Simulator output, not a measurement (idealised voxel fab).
process module | voxel self aligned vias
cross-section cut | 260 nm wide | cells 5 nm
A cross-section is a grid of square cells, given in bands from the top down. A band is one or more rows of cells.
Each band's line starts with the height of the band's top and of its bottom, in nm. Then come its materials from left to right, each with its width in nm. One material with "throughout" fills the band from edge to edge. "air" is empty space.
Height 0 is the level under which the wafer as received is all one material. The lowest band goes on downwards, as in "0 down".
A width such as "30 to 40" changes by the same amount from each row of cells to the next, from the band's top row to its bottom row.
"no change" after a step means that no cell of the cross-section changed.
closed voids: empty space of 8 cells or more with no open way to the top, each as width x height at its distance from the left edge, in nm
after a step's settings: what the simulator itself notes on the step
overlay nm, on a step with a mask: how far to the right of its planned place the mask lay; to the left if negative
plan
1 op RECEIVE | material Si
2 op CONFORMAL_DEP | material SiO2 | thk nm 15
3 op CONFORMAL_DEP | material SiCN | thk nm 5
4 op DIRECTIONAL_DEP | material SiO2 | thk nm 20
5 op DIRECTIONAL_DEP | material aC | thk nm 10
6 op PATTERN | tone open | mask id LINES | material resist | width nm 30 | pitch nm 60 | thk nm 25 | overlay nm 0
7 op DIRECTIONAL_ETCH | etch materials aC | depth nm 10
8 op STRIP | etch materials resist
9 op DIRECTIONAL_ETCH | etch materials SiO2 | depth nm 20
10 op STRIP | etch materials aC
11 op CONFORMAL_DEP | material TiN | thk nm 5
12 op FILL_DEP | material Ru | thk nm 5
13 op CMP | height nm 40
14 op SELECTIVE_ETCH | etch materials W Ru TiN | depth nm 5
15 op FILL_DEP | material SiN | thk nm 10
16 op CMP | height nm 40
17 op DIRECTIONAL_DEP | material SiO2 | thk nm 15
18 op MASKED_ETCH | tone open | mask id VIAS | width nm 40 | pitch nm 120 | etch materials SiO2 | depth nm 15 | overlay nm 0
19 op MASKED_ETCH | tone open | mask id VIAS | width nm 40 | pitch nm 120 | etch materials SiN | depth nm 5 | overlay nm 0
20 op CONFORMAL_DEP | material TiN | thk nm 5
21 op FILL_DEP | material Ru | thk nm 10
22 op CMP | height nm 55
23 op CONFORMAL_DEP | material SiN | thk nm 5
as received, after step 1
  0 down: Si throughout
  closed voids: none
first wafer at the end, as planned
  60 to 55: SiN throughout
  55 to 45: SiO2 50 | TiN 5 | Ru 30 | TiN 5 | SiO2 80 | TiN 5 | Ru 30 | TiN 5 | SiO2 50
  45 to 40: SiO2 50 | TiN 10 | Ru 20 | TiN 10 | SiO2 80 | TiN 10 | Ru 20 | TiN 10 | SiO2 50
  40 to 35: SiO2 55 | TiN 30 | SiO2 30 | SiN 30 | SiO2 30 | TiN 30 | SiO2 55
  35 to 25: SiO2 55 | TiN 5 | Ru 20 | TiN 5 | SiO2 30 | TiN 5 | Ru 20 | TiN 5 | SiO2 30 | TiN 5 | Ru 20 | TiN 5 | SiO2 55
  25 to 20: SiO2 55 | TiN 30 | SiO2 30 | TiN 30 | SiO2 30 | TiN 30 | SiO2 55
  20 to 15: SiCN throughout
  15 to 0: SiO2 throughout
  0 down: Si throughout
  closed voids: none
second wafer at the end: like start, like plan, one mistake
  60 to 55: SiN throughout
  55 to 45: SiO2 50 | TiN 5 | Ru 30 | TiN 5 | SiO2 80 | TiN 5 | Ru 30 | TiN 5 | SiO2 50
  45 to 40: SiO2 50 | TiN 10 | Ru 20 | TiN 10 | SiO2 80 | TiN 10 | Ru 20 | TiN 10 | SiO2 50
  40 to 35: SiO2 55 | TiN 30 | SiO2 30 | SiN 30 | SiO2 30 | TiN 30 | SiO2 55
  35 to 30: SiCN throughout
  30 to 0: SiO2 throughout
  0 down: Si throughout
  closed voids: none
what went wrong: step 2 was run twice
at the end the second wafer has, in cells: 24 fewer of Ru | 54 more of SiO2 | 30 fewer of TiN
